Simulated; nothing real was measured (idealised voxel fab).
Presented below is a process module, voxel transistor to metal.
Each square cell in cross-section cut measures 5 nm, and the section as a whole is 275 nm wide.
Throughout this document, each cross-section is represented as a grid of square cells and is presented as a sequence of bands enumerated from the top downward, where a band comprises one or more rows of cells.
Look at the band entry: it leads with the top's height and the bottom's height in nm. Then it lists the materials left to right, with a width in nm for each. The word "all across" on a single material says that material fills the band edge to edge. The word "air" is empty space.
A quick word on heights: they are counted from 0, and under that level the wafer as it came to us is one material throughout. The lowest band is different from the rest in having no bottom; it simply continues downward, written as in "0 -> down".
Graded width ("30..40"): value in top row of band = first number; value in bottom row = second number; row-to-row change constant.
Step marked "everything unchanged"? Then no cell in the cross-section changed in it.
You'll see "Entrapped voids" listing empty spaces that have no way open to the top, as long as they're 8 cells or more; the notation is width x height at distance, where the distance is from the left edge, and all of it is in nm.
Formally, on a step line, whatever follows the settings is a remark that the simulator itself makes on the step.
A step line may carry the setting "overlay nm", which, for steps involving a mask, states the distance by which the mask lay to the right of its intended position; negative values denote displacement to the left.

Process steps - plan:
| 1 | RECEIVE, material Si |
| 2 | OXIDIZE, depth nm 5 |
| 3 | CONFORMAL_DEP, material SiN, thk nm 15 |
| 4 | MASKED_ETCH, tone cover, mask id ACTIVE, width nm 105, pitch nm 125, etch materials SiN, depth nm 15, overlay nm 0 |
| 5 | MASKED_ETCH, tone cover, mask id ACTIVE, width nm 105, pitch nm 125, etch materials SiO2, depth nm 5, overlay nm 0 |
| 6 | MASKED_ETCH, tone cover, mask id ACTIVE, width nm 105, pitch nm 125, etch materials Si, depth nm 20, overlay nm 0 |
| 7 | FILL_DEP, material SiO2, thk nm 10 |
| 8 | CMP, height nm 15 |
| 9 | SELECTIVE_ETCH, etch materials SiO2, depth nm 5 |
| 10 | STRIP, etch materials SiN |
| 11 | SELECTIVE_ETCH, etch materials SiO2, depth nm 5 |
| 12 | OXIDIZE, depth nm 5 |
| 13 | DIRECTIONAL_DEP, material polySi, thk nm 20 |
| 14 | DIRECTIONAL_DEP, material SiCN, thk nm 15 |
| 15 | DIRECTIONAL_DEP, material aC, thk nm 10 |
| 16 | PATTERN, tone cover, mask id GATE, material resist, width nm 25, pitch nm 125, thk nm 30, overlay nm 0 |
| 17 | DIRECTIONAL_ETCH, etch materials aC, depth nm 10 |
| 18 | STRIP, etch materials resist |
| 19 | DIRECTIONAL_ETCH, etch materials SiCN, depth nm 25 |
| 20 | DIRECTIONAL_ETCH, etch materials polySi, depth nm 30 |
| 21 | STRIP, etch materials aC |
| 22 | CONFORMAL_DEP, material SiN, thk nm 10 |
| 23 | DIRECTIONAL_ETCH, etch materials SiN, depth nm 10 |
| 24 | DIRECTIONAL_ETCH, etch materials SiO2, depth nm 5 |
| 25 | DIRECTIONAL_ETCH, etch materials Si, depth nm 10 |
| 26 | EPI, material nSi, thk nm 10 |
| 27 | FILL_DEP, material SiO2, thk nm 5 |
| 28 | CMP, height nm 15 |
| 29 | STRIP, etch materials polySi |
| 30 | SELECTIVE_ETCH, etch materials SiO2, depth nm 5 |
| 31 | CONFORMAL_DEP, material HfO2, thk nm 5 |
| 32 | CONFORMAL_DEP, material TiN, thk nm 5 |
| 33 | FILL_DEP, material W, thk nm 5 |
| 34 | CMP, height nm 10 |
| 35 | DIRECTIONAL_DEP, material SiO2, thk nm 15 |
| 36 | DIRECTIONAL_DEP, material aC, thk nm 15 |
| 37 | PATTERN, tone open, mask id CONTACT, material resist, width nm 20, thk nm 30, overlay nm 0 |
| 38 | DIRECTIONAL_ETCH, etch materials aC, depth nm 15 |
| 39 | STRIP, etch materials resist |
| 40 | DIRECTIONAL_ETCH, etch materials SiO2, depth nm 35 |
| 41 | STRIP, etch materials aC |
| 42 | CONFORMAL_DEP, material TiN, thk nm 5 |
| 43 | FILL_DEP, material W, thk nm 10 |
| 44 | CMP, height nm 25 |
| 45 | DIRECTIONAL_DEP, material TiN, thk nm 5 |
| 46 | DIRECTIONAL_DEP, material Ru, thk nm 15 |
| 47 | PATTERN, tone cover, mask id METAL_1, material resist, width nm 20, thk nm 15, overlay nm 0 |
| 48 | DIRECTIONAL_ETCH, etch materials Ru, depth nm 15 |
| 49 | DIRECTIONAL_ETCH, etch materials TiN, depth nm 5 |
| 50 | STRIP, etch materials resist |
| 51 | FILL_DEP, material SiO2, thk nm 5 |
| 52 | CMP, height nm 45 |
| 53 | CONFORMAL_DEP, material SiCN, thk nm 5 |

The cross-section here shows the wafer as received, i.e. in its state after step 1:
- 0 -> down  Si all across
- Entrapped voids: none

Cross-section at module end, one run error; start and plan unchanged from above:
- 50 -> 45  SiCN all across
- 45 -> 30  SiO2 25 nm, then Ru 20 nm, then SiO2 55 nm, then Ru 20 nm, then SiO2 30 nm, then Ru 20 nm, then SiO2 55 nm, then Ru 20 nm, then SiO2 30 nm
- 30 -> 25  SiO2 25 nm, then TiN 20 nm, then SiO2 55 nm, then TiN 20 nm, then SiO2 30 nm, then TiN 20 nm, then SiO2 55 nm, then TiN 20 nm, then SiO2 30 nm
- 25 -> 10  SiO2 25 nm, then SiN 5 nm, then W 10 nm, then SiN 5 nm, then SiO2 55 nm, then SiN 5 nm, then W 10 nm, then SiN 5 nm, then SiO2 30 nm, then SiN 5 nm, then W 10 nm, then SiN 5 nm, then SiO2 55 nm, then SiN 5 nm, then W 10 nm, then SiN 5 nm, then SiO2 30 nm
- 10 -> 5  SiO2 25 nm, then SiN 5 nm, then W 10 nm, then SiN 5 nm, then SiO2 5 nm, then SiN 10 nm, then HfO2 5 nm, then TiN 5 nm, then W 5 nm, then TiN 5 nm, then HfO2 5 nm, then SiN 10 nm, then SiO2 5 nm, then SiN 5 nm, then W 10 nm, then SiN 5 nm, then SiO2 30 nm, then SiN 5 nm, then W 10 nm, then SiN 5 nm, then SiO2 5 nm, then SiN 10 nm, then HfO2 5 nm, then TiN 5 nm, then W 5 nm, then TiN 5 nm, then HfO2 5 nm, then SiN 10 nm, then SiO2 5 nm, then SiN 5 nm, then W 10 nm, then SiN 5 nm, then SiO2 30 nm
- 5 -> 0  SiO2 15 nm, then SiN 30 nm, then SiO2 5 nm, then SiN 10 nm, then HfO2 5 nm, then TiN 5 nm, then W 5 nm, then TiN 5 nm, then HfO2 5 nm, then SiN 10 nm, then SiO2 5 nm, then SiN 30 nm, then SiO2 10 nm, then SiN 30 nm, then SiO2 5 nm, then SiN 10 nm, then HfO2 5 nm, then TiN 5 nm, then W 5 nm, then TiN 5 nm, then HfO2 5 nm, then SiN 10 nm, then SiO2 5 nm, then SiN 30 nm, then SiO2 20 nm
- 0 -> -5  SiO2 15 nm, then SiN 10 nm, then nSi 10 nm, then SiN 5 nm, then nSi 10 nm, then SiN 10 nm, then HfO2 5 nm, then TiN 15 nm, then HfO2 5 nm, then SiN 10 nm, then nSi 10 nm, then SiN 5 nm, then nSi 10 nm, then SiN 10 nm, then SiO2 10 nm, then SiN 10 nm, then nSi 10 nm, then SiN 5 nm, then nSi 10 nm, then SiN 10 nm, then HfO2 5 nm, then TiN 15 nm, then HfO2 5 nm, then SiN 10 nm, then nSi 10 nm, then SiN 5 nm, then nSi 10 nm, then SiN 10 nm, then SiO2 20 nm
- -5 -> -10  SiO2 25 nm, then nSi 10 nm, then SiN 5 nm, then nSi 10 nm, then SiO2 5 nm, then HfO2 35 nm, then SiO2 5 nm, then nSi 10 nm, then SiN 5 nm, then nSi 10 nm, then SiO2 30 nm, then nSi 10 nm, then SiN 5 nm, then nSi 10 nm, then SiO2 5 nm, then HfO2 35 nm, then SiO2 5 nm, then nSi 10 nm, then SiN 5 nm, then nSi 10 nm, then SiO2 30 nm
- -10 -> -20  SiO2 20 nm, then Si 5 nm, then nSi 25 nm, then Si 45 nm, then nSi 25 nm, then Si 5 nm, then SiO2 20 nm, then Si 5 nm, then nSi 25 nm, then Si 45 nm, then nSi 25 nm, then Si 5 nm, then SiO2 25 nm
- -20 -> -25  SiO2 20 nm, then Si 105 nm, then SiO2 20 nm, then Si 105 nm, then SiO2 25 nm
- -25 -> down  Si all across
- Entrapped voids: none
What was the processing mistake? planned and actual differ for step 42; actual: CONFORMAL_DEP, material SiN, thk nm 5
